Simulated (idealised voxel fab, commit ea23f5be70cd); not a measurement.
The following is a process module called voxel capacitor over wiring.
Cross-section cut spans 165 nm and uses square cells 5 nm in size.
Notation: cross-section as square-cell grid; stated in bands, top first, going down; one or more cell rows per band. Basically the band line says how high the top is and how high the bottom is, in nm, and then what's in it from left to right, every material with its width in nm. Empty space shows up as "air", and if a single material carries "everywhere" it runs the full band edge to edge. Height 0 is the level under which the wafer as received is all one material. The lowest band goes on downwards, as in "0 -> down". Width spec "30 to 40" -> top row of cells at first value, bottom row at second value, equal per-row change in between. A step reported as "no alteration" is a step in which no cell of the cross-section changed. "Cavities, closed": sealed empty spaces, 8 cells or more, no open way to top, listed width x height at distance, with distance from the left edge and width, height and distance in nm. That trailing text on a step's line, after the settings, is the simulator's own remark on the step. The "overlay nm" setting may appear on a step's line; for a step that uses a mask, it gives how far to the right of its planned position the mask lay, and a negative value indicates the left.
Planned step list for the process
| 1 | op RECEIVE | material Si |
| 2 | op CONFORMAL_DEP | material SiO2 | thk nm 15 |
| 3 | op CONFORMAL_DEP | material SiCN | thk nm 5 |
| 4 | op DIRECTIONAL_DEP | material SiO2 | thk nm 25 |
| 5 | op PATTERN | tone open | mask id METAL_1 | material resist | width nm 30 | pitch nm 95 | thk nm 15 | overlay nm 0 |
| 6 | op DIRECTIONAL_ETCH | etch materials SiO2 | depth nm 25 |
| 7 | op DIRECTIONAL_ETCH | etch materials SiCN | depth nm 5 |
| 8 | op STRIP | etch materials resist |
| 9 | op CONFORMAL_DEP | material TiN | thk nm 5 |
| 10 | op FILL_DEP | material Ru | thk nm 5 |
| 11 | op CMP | height nm 45 |
| 12 | op EPI | material Ru | thk nm 5 |
| 13 | op FILL_DEP | material SiCN | thk nm 5 |
| 14 | op DIRECTIONAL_DEP | material SiO2 | thk nm 20 |
| 15 | op DIRECTIONAL_DEP | material aC | thk nm 10 |
| 16 | op PATTERN | tone open | mask id PLUG_1 | material resist | width nm 15 | thk nm 25 | overlay nm 0 |
| 17 | op DIRECTIONAL_ETCH | etch materials aC | depth nm 10 |
| 18 | op STRIP | etch materials resist |
| 19 | op DIRECTIONAL_ETCH | etch materials SiO2 | depth nm 20 |
| 20 | op DIRECTIONAL_ETCH | etch materials SiCN | depth nm 5 |
| 21 | op STRIP | etch materials aC |
| 22 | op CONFORMAL_DEP | material TiN | thk nm 5 |
| 23 | op FILL_DEP | material W | thk nm 5 |
| 24 | op CMP | height nm 75 |
| 25 | op DIRECTIONAL_DEP | material TiN | thk nm 5 |
| 26 | op DIRECTIONAL_DEP | material SiN | thk nm 5 |
| 27 | op DIRECTIONAL_DEP | material TiN | thk nm 10 |
| 28 | op MASKED_ETCH | tone cover | mask id UPPER_PLATE | width nm 70 | etch materials TiN | depth nm 10 | overlay nm 0 |
| 29 | op MASKED_ETCH | tone cover | mask id UPPER_PLATE | width nm 70 | etch materials SiN | depth nm 5 | overlay nm 0 |
| 30 | op PATTERN | tone cover | mask id LOWER_PLATE | material resist | width nm 80 | thk nm 15 | overlay nm 0 |
| 31 | op DIRECTIONAL_ETCH | etch materials TiN | depth nm 5 |
| 32 | op STRIP | etch materials resist |
| 33 | op FILL_DEP | material SiO2 | thk nm 15 |
| 34 | op CMP | height nm 105 |
| 35 | op PATTERN | tone open | mask id PLUG_2 | material resist | width nm 15 | thk nm 20 | overlay nm 0 |
| 36 | op DIRECTIONAL_ETCH | etch materials SiO2 | depth nm 10 |
| 37 | op STRIP | etch materials resist |
| 38 | op CONFORMAL_DEP | material TiN | thk nm 5 |
| 39 | op FILL_DEP | material Cu | thk nm 5 |
| 40 | op CMP | height nm 105 |
| 41 | op CONFORMAL_DEP | material SiCN | thk nm 5 |
So this is the incoming wafer in cross-section - it's already been through step 1
0 -> down: Si everywhere
Cavities, closed: none
a wafer at the end: this start, this plan, one mistake
110 -> 105: SiCN everywhere
105 -> 100: SiO2: 45, TiN: 5, Cu: 5, TiN: 5, SiO2: 105
100 -> 95: SiO2: 45, TiN: 15, SiO2: 105
95 -> 85: SiO2: 35, TiN: 70, SiO2: 60
85 -> 80: SiO2: 35, SiN: 70, SiO2: 60
80 -> 75: SiO2: 30, TiN: 80, SiO2: 55
75 -> 55: SiO2: 35, TiN: 5, W: 5, TiN: 5, SiO2: 115
55 -> 50: SiCN: 35, TiN: 15, SiCN: 115
50 -> 45: SiCN: 15, Ru: 40, SiCN: 55, Ru: 40, SiCN: 15
45 -> 35: SiO2: 20, TiN: 5, Ru: 20, TiN: 5, SiO2: 65, TiN: 5, Ru: 20, TiN: 5, SiO2: 20
35 -> 30: SiCN: 20, TiN: 30, SiCN: 65, TiN: 30, SiCN: 20
30 -> 0: SiO2 everywhere
0 -> down: Si everywhere
Cavities, closed: none
Run error: the plan had its step 2 run twice
